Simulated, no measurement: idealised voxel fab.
process module | voxel self aligned vias
cross-section cut | 245 nm wide | cells 5 nm
A cross-section is a grid of square cells, given in bands from the top down. A band is one or more rows of cells.
Each band's line starts with the height of the band's top and of its bottom, in nm. Then come its materials from left to right, each with its width in nm. One material with "throughout" fills the band from edge to edge. "air" is empty space.
Height 0 is the level under which the wafer as received is all one material. The lowest band goes on downwards, as in "0 down".
A width such as "30 to 40" changes by the same amount from each row of cells to the next, from the band's top row to its bottom row.
"no change" after a step means that no cell of the cross-section changed.
closed voids: empty space of 8 cells or more with no open way to the top, each as width x height at its distance from the left edge, in nm
after a step's settings: what the simulator itself notes on the step
overlay nm, on a step with a mask: how far to the right of its planned place the mask lay; to the left if negative
Each pair below shows a cross-section before one step and the cross-section after it, down to the lowest band that changed. The line under each pair gives the step between them, with its settings. The pairs can come from different runs of this module on the same starting wafer, so a pair continues from the pair above only where its "before" says so.
before
  75 to 70: W throughout
  70 to 65: TiN 30 | W 45 | TiN 95 | W 45 | TiN 30
  65 to 50: SiO2 25 | TiN 5 | W 45 | TiN 5 | SiO2 85 | TiN 5 | W 45 | TiN 5 | SiO2 25
  50 to 45: SiO2 25 | TiN 15 | W 20 | TiN 20 | SiO2 85 | TiN 15 | W 20 | TiN 20 | SiO2 25
  45 to 40: SiO2 35 | TiN 30 | SiO2 40 | SiN 30 | SiO2 40 | TiN 30 | SiO2 40
  40 to 20: SiO2 35 | TiN 5 | Ru 20 | TiN 5 | SiO2 40 | TiN 5 | Ru 20 | TiN 5 | SiO2 40 | TiN 5 | Ru 20 | TiN 5 | SiO2 40
  20 to 15: SiO2 35 | TiN 30 | SiO2 40 | TiN 30 | SiO2 40 | TiN 30 | SiO2 40
  15 to 10: SiCN throughout
  10 to 0: SiO2 throughout
  0 down: Si throughout
  closed voids: none
after
  65 to 50: SiO2 25 | TiN 5 | W 45 | TiN 5 | SiO2 85 | TiN 5 | W 45 | TiN 5 | SiO2 25
  below 50: unchanged
  closed voids: none
the step between: op CMP | height nm 65
before: the cross-section after the pair above
after
  70 to 65: SiN throughout
  below 65: unchanged
  closed voids: none
the step between: op CONFORMAL_DEP | material SiN | thk nm 5
before
  45 to 15: SiO2 throughout
  15 to 10: SiCN throughout
  10 to 0: SiO2 throughout
  0 down: Si throughout
  closed voids: none
after
  60 to 45: resist 30 | air 30 | resist 40 | air 30 | resist 40 | air 30 | resist 45
  below 45: unchanged
  closed voids: none
the step between: op PATTERN | tone open | mask id LINES | material resist | width nm 30 | pitch nm 70 | thk nm 15 | overlay nm -5
before: the cross-section after the pair above
after
  60 to 45: resist 30 | air 30 | resist 40 | air 30 | resist 40 | air 30 | resist 45
  45 to 15: SiO2 30 | air 30 | SiO2 40 | air 30 | SiO2 40 | air 30 | SiO2 45
  below 15: unchanged
  closed voids: none
the step between: op DIRECTIONAL_ETCH | etch materials SiO2 | depth nm 30
before: the cross-section after the pair above
after
  45 to 15: SiO2 30 | air 30 | SiO2 40 | air 30 | SiO2 40 | air 30 | SiO2 45
  below 15: unchanged
  closed voids: none
the step between: op STRIP | etch materials resist
before: the cross-section after the pair above
after
  50 to 45: TiN 35 | air 20 | TiN 50 | air 20 | TiN 50 | air 20 | TiN 50
  45 to 20: SiO2 30 | TiN 5 | air 20 | TiN 5 | SiO2 40 | TiN 5 | air 20 | TiN 5 | SiO2 40 | TiN 5 | air 20 | TiN 5 | SiO2 45
  20 to 15: SiO2 30 | TiN 30 | SiO2 40 | TiN 30 | SiO2 40 | TiN 30 | SiO2 45
  below 15: unchanged
  closed voids: none
the step between: op CONFORMAL_DEP | material TiN | thk nm 5
before: the cross-section after the pair above
after
  55 to 50: Ru throughout
  50 to 45: TiN 35 | Ru 20 | TiN 50 | Ru 20 | TiN 50 | Ru 20 | TiN 50
  45 to 20: SiO2 30 | TiN 5 | Ru 20 | TiN 5 | SiO2 40 | TiN 5 | Ru 20 | TiN 5 | SiO2 40 | TiN 5 | Ru 20 | TiN 5 | SiO2 45
  below 20: unchanged
  closed voids: none
the step between: op FILL_DEP | material Ru | thk nm 5
before: the cross-section after the pair above
after
  45 to 20: SiO2 30 | TiN 5 | Ru 20 | TiN 5 | SiO2 40 | TiN 5 | Ru 20 | TiN 5 | SiO2 40 | TiN 5 | Ru 20 | TiN 5 | SiO2 45
  below 20: unchanged
  closed voids: none
the step between: op CMP | height nm 45
before: the cross-section after the pair above
after
  45 to 40: SiO2 30 | air 30 | SiO2 40 | air 30 | SiO2 40 | air 30 | SiO2 45
  below 40: unchanged
  closed voids: none
the step between: op SELECTIVE_ETCH | etch materials W Ru TiN | depth nm 5
before: the cross-section after the pair above
after
  50 to 45: SiN throughout
  45 to 40: SiO2 30 | SiN 30 | SiO2 40 | SiN 30 | SiO2 40 | SiN 30 | SiO2 45
  below 40: unchanged
  closed voids: none
the step between: op FILL_DEP | material SiN | thk nm 5
before: the cross-section after the pair above
after
  45 to 40: SiO2 30 | SiN 30 | SiO2 40 | SiN 30 | SiO2 40 | SiN 30 | SiO2 45
  below 40: unchanged
  closed voids: none
the step between: op CMP | height nm 45
before: the cross-section after the pair above
after
  65 to 45: SiO2 throughout
  below 45: unchanged
  closed voids: none
the step between: op DIRECTIONAL_DEP | material SiO2 | thk nm 20
before: the cross-section after the pair above
after
  80 to 65: aC throughout
  below 65: unchanged
  closed voids: none
the step between: op DIRECTIONAL_DEP | material aC | thk nm 15
before: the cross-section after the pair above
after
  115 to 80: resist 25 | air 50 | resist 90 | air 50 | resist 30
  below 80: unchanged
  closed voids: none
the step between: op PATTERN | tone open | mask id VIAS | material resist | width nm 50 | pitch nm 140 | thk nm 35 | overlay nm 0
before: the cross-section after the pair above
after
  100 to 80: resist 25 | air 50 | resist 90 | air 50 | resist 30
  80 to 65: aC 25 | air 50 | aC 90 | air 50 | aC 30
  below 65: unchanged
  closed voids: none
the step between: op DIRECTIONAL_ETCH | etch materials aC | depth nm 15
before: the cross-section after the pair above
after
  80 to 65: aC 25 | air 50 | aC 90 | air 50 | aC 30
  below 65: unchanged
  closed voids: none
the step between: op STRIP | etch materials resist
before: the cross-section after the pair above
after
  80 to 65: aC 25 | air 50 | aC 90 | air 50 | aC 30
  65 to 45: SiO2 25 | air 50 | SiO2 90 | air 50 | SiO2 30
  below 45: unchanged
  closed voids: none
the step between: op DIRECTIONAL_ETCH | etch materials SiO2 | depth nm 20
before: the cross-section after the pair above
after
  80 to 65: aC 25 | air 50 | aC 90 | air 50 | aC 30
  65 to 45: SiO2 25 | air 50 | SiO2 90 | air 50 | SiO2 30
  45 to 40: SiO2 30 | air 30 | SiO2 40 | SiN 30 | SiO2 40 | air 30 | SiO2 45
  below 40: unchanged
  closed voids: none
the step between: op DIRECTIONAL_ETCH | etch materials SiN | depth nm 5
before: the cross-section after the pair above
after
  65 to 45: SiO2 25 | air 50 | SiO2 90 | air 50 | SiO2 30
  below 45: unchanged
  closed voids: none
the step between: op STRIP | etch materials aC
before: the cross-section after the pair above
after
  70 to 65: TiN 30 | air 40 | TiN 100 | air 40 | TiN 35
  65 to 50: SiO2 25 | TiN 5 | air 40 | TiN 5 | SiO2 90 | TiN 5 | air 40 | TiN 5 | SiO2 30
  50 to 45: SiO2 25 | TiN 10 | air 20 | TiN 20 | SiO2 90 | TiN 10 | air 20 | TiN 20 | SiO2 30
  45 to 40: SiO2 30 | TiN 30 | SiO2 40 | SiN 30 | SiO2 40 | TiN 30 | SiO2 45
  below 40: unchanged
  closed voids: none
the step between: op CONFORMAL_DEP | material TiN | thk nm 5
before: the cross-section after the pair above
after
  75 to 70: W throughout
  70 to 65: TiN 30 | W 40 | TiN 100 | W 40 | TiN 35
  65 to 50: SiO2 25 | TiN 5 | W 40 | TiN 5 | SiO2 90 | TiN 5 | W 40 | TiN 5 | SiO2 30
  50 to 45: SiO2 25 | TiN 10 | W 20 | TiN 20 | SiO2 90 | TiN 10 | W 20 | TiN 20 | SiO2 30
  below 45: unchanged
  closed voids: none
the step between: op FILL_DEP | material W | thk nm 5
before: the cross-section after the pair above
after
  65 to 50: SiO2 25 | TiN 5 | W 40 | TiN 5 | SiO2 90 | TiN 5 | W 40 | TiN 5 | SiO2 30
  below 50: unchanged
  closed voids: none
the step between: op CMP | height nm 65
before: the cross-section after the pair above
after
  70 to 65: SiN throughout
  below 65: unchanged
  closed voids: none
the step between: op CONFORMAL_DEP | material SiN | thk nm 5
before
  0 down: Si throughout
  closed voids: none
after
  10 to 0: W throughout
  below 0: unchanged
  closed voids: none
the step between: op CONFORMAL_DEP | material W | thk nm 10
before: the cross-section after the pair above
after
  15 to 10: SiCN throughout
  below 10: unchanged
  closed voids: none
the step between: op CONFORMAL_DEP | material SiCN | thk nm 5
before: the cross-section after the pair above
after
  45 to 15: SiO2 throughout
  below 15: unchanged
  closed voids: none
the step between: op DIRECTIONAL_DEP | material SiO2 | thk nm 30
before: the cross-section after the pair above
after
  60 to 45: resist 35 | air 30 | resist 40 | air 30 | resist 40 | air 30 | resist 40
  below 45: unchanged
  closed voids: none
the step between: op PATTERN | tone open | mask id LINES | material resist | width nm 30 | pitch nm 70 | thk nm 15 | overlay nm 0
before: the cross-section after the pair above
after
  60 to 45: resist 35 | air 30 | resist 40 | air 30 | resist 40 | air 30 | resist 40
  45 to 15: SiO2 35 | air 30 | SiO2 40 | air 30 | SiO2 40 | air 30 | SiO2 40
  below 15: unchanged
  closed voids: none
the step between: op DIRECTIONAL_ETCH | etch materials SiO2 | depth nm 30
before: the cross-section after the pair above
after
  45 to 15: SiO2 35 | air 30 | SiO2 40 | air 30 | SiO2 40 | air 30 | SiO2 40
  below 15: unchanged
  closed voids: none
the step between: op STRIP | etch materials resist
before: the cross-section after the pair above
after
  50 to 45: TiN 40 | air 20 | TiN 50 | air 20 | TiN 50 | air 20 | TiN 45
  45 to 20: SiO2 35 | TiN 5 | air 20 | TiN 5 | SiO2 40 | TiN 5 | air 20 | TiN 5 | SiO2 40 | TiN 5 | air 20 | TiN 5 | SiO2 40
  20 to 15: SiO2 35 | TiN 30 | SiO2 40 | TiN 30 | SiO2 40 | TiN 30 | SiO2 40
  below 15: unchanged
  closed voids: none
the step between: op CONFORMAL_DEP | material TiN | thk nm 5
before: the cross-section after the pair above
after
  55 to 50: Ru throughout
  50 to 45: TiN 40 | Ru 20 | TiN 50 | Ru 20 | TiN 50 | Ru 20 | TiN 45
  45 to 20: SiO2 35 | TiN 5 | Ru 20 | TiN 5 | SiO2 40 | TiN 5 | Ru 20 | TiN 5 | SiO2 40 | TiN 5 | Ru 20 | TiN 5 | SiO2 40
  below 20: unchanged
  closed voids: none
the step between: op FILL_DEP | material Ru | thk nm 5
before: the cross-section after the pair above
after
  45 to 20: SiO2 35 | TiN 5 | Ru 20 | TiN 5 | SiO2 40 | TiN 5 | Ru 20 | TiN 5 | SiO2 40 | TiN 5 | Ru 20 | TiN 5 | SiO2 40
  below 20: unchanged
  closed voids: none
the step between: op CMP | height nm 45
before: the cross-section after the pair above
after
  45 to 40: SiO2 35 | air 30 | SiO2 40 | air 30 | SiO2 40 | air 30 | SiO2 40
  below 40: unchanged
  closed voids: none
the step between: op SELECTIVE_ETCH | etch materials W Ru TiN | depth nm 5
before: the cross-section after the pair above
after
  50 to 45: SiN throughout
  45 to 40: SiO2 35 | SiN 30 | SiO2 40 | SiN 30 | SiO2 40 | SiN 30 | SiO2 40
  below 40: unchanged
  closed voids: none
the step between: op FILL_DEP | material SiN | thk nm 5
before: the cross-section after the pair above
after
  45 to 40: SiO2 35 | SiN 30 | SiO2 40 | SiN 30 | SiO2 40 | SiN 30 | SiO2 40
  below 40: unchanged
  closed voids: none
the step between: op CMP | height nm 45
before: the cross-section after the pair above
after
  65 to 45: SiO2 throughout
  below 45: unchanged
  closed voids: none
the step between: op DIRECTIONAL_DEP | material SiO2 | thk nm 20
before: the cross-section after the pair above
after
  80 to 65: aC throughout
  below 65: unchanged
  closed voids: none
the step between: op DIRECTIONAL_DEP | material aC | thk nm 15
before: the cross-section after the pair above
after
  115 to 80: resist 25 | air 50 | resist 90 | air 50 | resist 30
  below 80: unchanged
  closed voids: none
the step between: op PATTERN | tone open | mask id VIAS | material resist | width nm 50 | pitch nm 140 | thk nm 35 | overlay nm 0
before: the cross-section after the pair above
after
  100 to 80: resist 25 | air 50 | resist 90 | air 50 | resist 30
  80 to 65: aC 25 | air 50 | aC 90 | air 50 | aC 30
  below 65: unchanged
  closed voids: none
the step between: op DIRECTIONAL_ETCH | etch materials aC | depth nm 15
before: the cross-section after the pair above
after
  80 to 65: aC 25 | air 50 | aC 90 | air 50 | aC 30
  below 65: unchanged
  closed voids: none
the step between: op STRIP | etch materials resist
before: the cross-section after the pair above
after
  80 to 65: aC 25 | air 50 | aC 90 | air 50 | aC 30
  65 to 45: SiO2 25 | air 50 | SiO2 90 | air 50 | SiO2 30
  below 45: unchanged
  closed voids: none
the step between: op DIRECTIONAL_ETCH | etch materials SiO2 | depth nm 20
before: the cross-section after the pair above
after
  80 to 65: aC 25 | air 50 | aC 90 | air 50 | aC 30
  65 to 45: SiO2 25 | air 50 | SiO2 90 | air 50 | SiO2 30
  45 to 40: SiO2 35 | air 30 | SiO2 40 | SiN 30 | SiO2 40 | air 30 | SiO2 40
  below 40: unchanged
  closed voids: none
the step between: op DIRECTIONAL_ETCH | etch materials SiN | depth nm 5
before: the cross-section after the pair above
after
  65 to 45: SiO2 25 | air 50 | SiO2 90 | air 50 | SiO2 30
  below 45: unchanged
  closed voids: none
the step between: op STRIP | etch materials aC
before: the cross-section after the pair above
after
  70 to 65: TiN 30 | air 40 | TiN 100 | air 40 | TiN 35
  65 to 50: SiO2 25 | TiN 5 | air 40 | TiN 5 | SiO2 90 | TiN 5 | air 40 | TiN 5 | SiO2 30
  50 to 45: SiO2 25 | TiN 15 | air 20 | TiN 15 | SiO2 90 | TiN 15 | air 20 | TiN 15 | SiO2 30
  45 to 40: SiO2 35 | TiN 30 | SiO2 40 | SiN 30 | SiO2 40 | TiN 30 | SiO2 40
  below 40: unchanged
  closed voids: none
the step between: op CONFORMAL_DEP | material TiN | thk nm 5
before: the cross-section after the pair above
after
  75 to 70: W throughout
  70 to 65: TiN 30 | W 40 | TiN 100 | W 40 | TiN 35
  65 to 50: SiO2 25 | TiN 5 | W 40 | TiN 5 | SiO2 90 | TiN 5 | W 40 | TiN 5 | SiO2 30
  50 to 45: SiO2 25 | TiN 15 | W 20 | TiN 15 | SiO2 90 | TiN 15 | W 20 | TiN 15 | SiO2 30
  below 45: unchanged
  closed voids: none
the step between: op FILL_DEP | material W | thk nm 5
before: the cross-section after the pair above
after
  65 to 50: SiO2 25 | TiN 5 | W 40 | TiN 5 | SiO2 90 | TiN 5 | W 40 | TiN 5 | SiO2 30
  below 50: unchanged
  closed voids: none
the step between: op CMP | height nm 65
before: the cross-section after the pair above
after
  70 to 65: SiN throughout
  below 65: unchanged
  closed voids: none
the step between: op CONFORMAL_DEP | material SiN | thk nm 5
before
  45 to 15: SiO2 throughout
  15 to 10: SiCN throughout
  10 to 0: SiO2 throughout
  0 down: Si throughout
  closed voids: none
after
  60 to 45: air 35 | resist 30 | air 40 | resist 30 | air 40 | resist 30 | air 40
  below 45: unchanged
  closed voids: none
the step between: op PATTERN | tone cover | mask id LINES | material resist | width nm 30 | pitch nm 70 | thk nm 15 | overlay nm 0
before: the cross-section after the pair above
after
  60 to 45: air 35 | resist 30 | air 40 | resist 30 | air 40 | resist 30 | air 40
  45 to 15: air 35 | SiO2 30 | air 40 | SiO2 30 | air 40 | SiO2 30 | air 40
  below 15: unchanged
  closed voids: none
the step between: op DIRECTIONAL_ETCH | etch materials SiO2 | depth nm 30
before: the cross-section after the pair above
after
  45 to 15: air 35 | SiO2 30 | air 40 | SiO2 30 | air 40 | SiO2 30 | air 40
  below 15: unchanged
  closed voids: none
the step between: op STRIP | etch materials resist
before: the cross-section after the pair above
after
  50 to 45: air 30 | TiN 40 | air 30 | TiN 40 | air 30 | TiN 40 | air 35
  45 to 20: air 30 | TiN 5 | SiO2 30 | TiN 5 | air 30 | TiN 5 | SiO2 30 | TiN 5 | air 30 | TiN 5 | SiO2 30 | TiN 5 | air 35
  20 to 15: TiN 35 | SiO2 30 | TiN 40 | SiO2 30 | TiN 40 | SiO2 30 | TiN 40
  below 15: unchanged
  closed voids: none
the step between: op CONFORMAL_DEP | material TiN | thk nm 5
before: the cross-section after the pair above
after
  55 to 50: Ru throughout
  50 to 45: Ru 30 | TiN 40 | Ru 30 | TiN 40 | Ru 30 | TiN 40 | Ru 35
  45 to 20: Ru 30 | TiN 5 | SiO2 30 | TiN 5 | Ru 30 | TiN 5 | SiO2 30 | TiN 5 | Ru 30 | TiN 5 | SiO2 30 | TiN 5 | Ru 35
  below 20: unchanged
  closed voids: none
the step between: op FILL_DEP | material Ru | thk nm 5
before: the cross-section after the pair above
after
  45 to 20: Ru 30 | TiN 5 | SiO2 30 | TiN 5 | Ru 30 | TiN 5 | SiO2 30 | TiN 5 | Ru 30 | TiN 5 | SiO2 30 | TiN 5 | Ru 35
  below 20: unchanged
  closed voids: none
the step between: op CMP | height nm 45
before: the cross-section after the pair above
after
  45 to 40: air 35 | SiO2 30 | air 40 | SiO2 30 | air 40 | SiO2 30 | air 40
  below 40: unchanged
  closed voids: none
the step between: op SELECTIVE_ETCH | etch materials W Ru TiN | depth nm 5
before: the cross-section after the pair above
after
  50 to 45: SiN throughout
  45 to 40: SiN 35 | SiO2 30 | SiN 40 | SiO2 30 | SiN 40 | SiO2 30 | SiN 40
  below 40: unchanged
  closed voids: none
the step between: op FILL_DEP | material SiN | thk nm 5
before: the cross-section after the pair above
after
  45 to 40: SiN 35 | SiO2 30 | SiN 40 | SiO2 30 | SiN 40 | SiO2 30 | SiN 40
  below 40: unchanged
  closed voids: none
the step between: op CMP | height nm 45
before: the cross-section after the pair above
after
  65 to 45: SiO2 throughout
  below 45: unchanged
  closed voids: none
the step between: op DIRECTIONAL_DEP | material SiO2 | thk nm 20
before: the cross-section after the pair above
after
  80 to 65: aC throughout
  below 65: unchanged
  closed voids: none
the step between: op DIRECTIONAL_DEP | material aC | thk nm 15
before: the cross-section after the pair above
after
  115 to 80: resist 25 | air 50 | resist 90 | air 50 | resist 30
  below 80: unchanged
  closed voids: none
the step between: op PATTERN | tone open | mask id VIAS | material resist | width nm 50 | pitch nm 140 | thk nm 35 | overlay nm 0
before: the cross-section after the pair above
after
  100 to 80: resist 25 | air 50 | resist 90 | air 50 | resist 30
  80 to 65: aC 25 | air 50 | aC 90 | air 50 | aC 30
  below 65: unchanged
  closed voids: none
the step between: op DIRECTIONAL_ETCH | etch materials aC | depth nm 15
before: the cross-section after the pair above
after
  80 to 65: aC 25 | air 50 | aC 90 | air 50 | aC 30
  below 65: unchanged
  closed voids: none
the step between: op STRIP | etch materials resist
before: the cross-section after the pair above
after
  80 to 65: aC 25 | air 50 | aC 90 | air 50 | aC 30
  65 to 45: SiO2 25 | air 50 | SiO2 90 | air 50 | SiO2 30
  below 45: unchanged
  closed voids: none
the step between: op DIRECTIONAL_ETCH | etch materials SiO2 | depth nm 20
before: the cross-section after the pair above
after
  80 to 65: aC 25 | air 50 | aC 90 | air 50 | aC 30
  65 to 45: SiO2 25 | air 50 | SiO2 90 | air 50 | SiO2 30
  45 to 40: SiN 25 | air 10 | SiO2 30 | air 10 | SiN 30 | SiO2 30 | SiN 30 | air 10 | SiO2 30 | air 10 | SiN 30
  below 40: unchanged
  closed voids: none
the step between: op DIRECTIONAL_ETCH | etch materials SiN | depth nm 5
before: the cross-section after the pair above
after
  65 to 45: SiO2 25 | air 50 | SiO2 90 | air 50 | SiO2 30
  below 45: unchanged
  closed voids: none
the step between: op STRIP | etch materials aC
before: the cross-section after the pair above
after
  70 to 65: TiN 30 | air 40 | TiN 100 | air 40 | TiN 35
  65 to 50: SiO2 25 | TiN 5 | air 40 | TiN 5 | SiO2 90 | TiN 5 | air 40 | TiN 5 | SiO2 30
  50 to 45: SiO2 25 | TiN 50 | SiO2 90 | TiN 50 | SiO2 30
  45 to 40: SiN 25 | TiN 10 | SiO2 30 | TiN 10 | SiN 30 | SiO2 30 | SiN 30 | TiN 10 | SiO2 30 | TiN 10 | SiN 30
  below 40: unchanged
  closed voids: none
the step between: op CONFORMAL_DEP | material TiN | thk nm 5
before: the cross-section after the pair above
after
  75 to 70: W throughout
  70 to 65: TiN 30 | W 40 | TiN 100 | W 40 | TiN 35
  65 to 50: SiO2 25 | TiN 5 | W 40 | TiN 5 | SiO2 90 | TiN 5 | W 40 | TiN 5 | SiO2 30
  below 50: unchanged
  closed voids: none
the step between: op FILL_DEP | material W | thk nm 5
before: the cross-section after the pair above
after
  65 to 50: SiO2 25 | TiN 5 | W 40 | TiN 5 | SiO2 90 | TiN 5 | W 40 | TiN 5 | SiO2 30
  below 50: unchanged
  closed voids: none
the step between: op CMP | height nm 65
before: the cross-section after the pair above
after
  70 to 65: SiN throughout
  below 65: unchanged
  closed voids: none
the step between: op CONFORMAL_DEP | material SiN | thk nm 5
